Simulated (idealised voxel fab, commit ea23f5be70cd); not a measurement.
Process module under the name voxel plated lines
We display cut, a cross-section 240 nm in width whose square cells are each 5 nm.
Think of the cross-section as a grid of square cells. We describe it in bands, top to bottom, and each band covers one or more rows of those cells. It is stipulated that each band's entry specify, in nanometres, the height of the top of the band and then that of its bottom, followed by the materials of the band in left-to-right sequence, each together with its width in nanometres. A single material marked by the word "full width" is understood to fill the band from edge to edge; the word "air" is understood to denote empty space. For the purposes of this specification, 0 denotes the height below which the wafer in its as-received condition is composed wholly of one material, and the lowermost band, lacking a lower limit, extends downward without end, as expressed in "0 nm and below". With a width like "30..40", each row of cells in the band differs from the next by the same amount, the top row carrying the first number and the bottom row the second. Key: "same as before" - step with no changed cell in the cross-section. "Closed void table" contains a list of empty spaces, each no smaller than 8 cells and without an open way to the top, written in the form width x height at distance with the distance from the left edge and all three in nm. It should be noted that, on the line of a given step, the content following the step's settings is a remark produced by the simulator itself with respect to that step. A step line may carry the setting "overlay nm", which, for steps involving a mask, states the distance by which the mask lay to the right of its intended position; negative values denote displacement to the left.

[The planned process steps are enumerated hereunder]
1: RECEIVE (material Si)
2: CONFORMAL_DEP (material SiO2; thk nm 5)
3: DIRECTIONAL_DEP (material TiN; thk nm 5)
4: PATTERN (tone open; mask id LINES; material resist; width nm 25; pitch nm 50; thk nm 25; overlay nm 0)
5: EPI (material Ru; thk nm 5)
6: EPI (material Ru; thk nm 10)
7: STRIP (etch materials resist)
8: DIRECTIONAL_ETCH (etch materials TiN; depth nm 5)
9: CONFORMAL_DEP (material SiCN; thk nm 5)

[This is the cross-section of the wafer as we received it, i.e. after step 1]
0 nm and below: Si full width
Closed void table: none

[Cross-section, end of module. Start: as above. Plan: as above. Execution: one mistake]
30 nm to 25 nm: 55 nm air  30 nm SiCN  20 nm air  30 nm SiCN  20 nm air  30 nm SiCN  55 nm air
25 nm to 10 nm: 55 nm air  5 nm SiCN  20 nm Ru  5 nm SiCN  20 nm air  5 nm SiCN  20 nm Ru  5 nm SiCN  20 nm air  5 nm SiCN  20 nm Ru  5 nm SiCN  55 nm air
10 nm to 5 nm: 60 nm SiCN  20 nm TiN  30 nm SiCN  20 nm TiN  30 nm SiCN  20 nm TiN  60 nm SiCN
5 nm to 0 nm: SiO2 full width
0 nm and below: Si full width
Closed void table: none
Deviation from plan: step 4 was not run as planned; what actually ran was PATTERN (tone open; mask id LINES; material resist; width nm 20; pitch nm 50; thk nm 25; overlay nm 0)
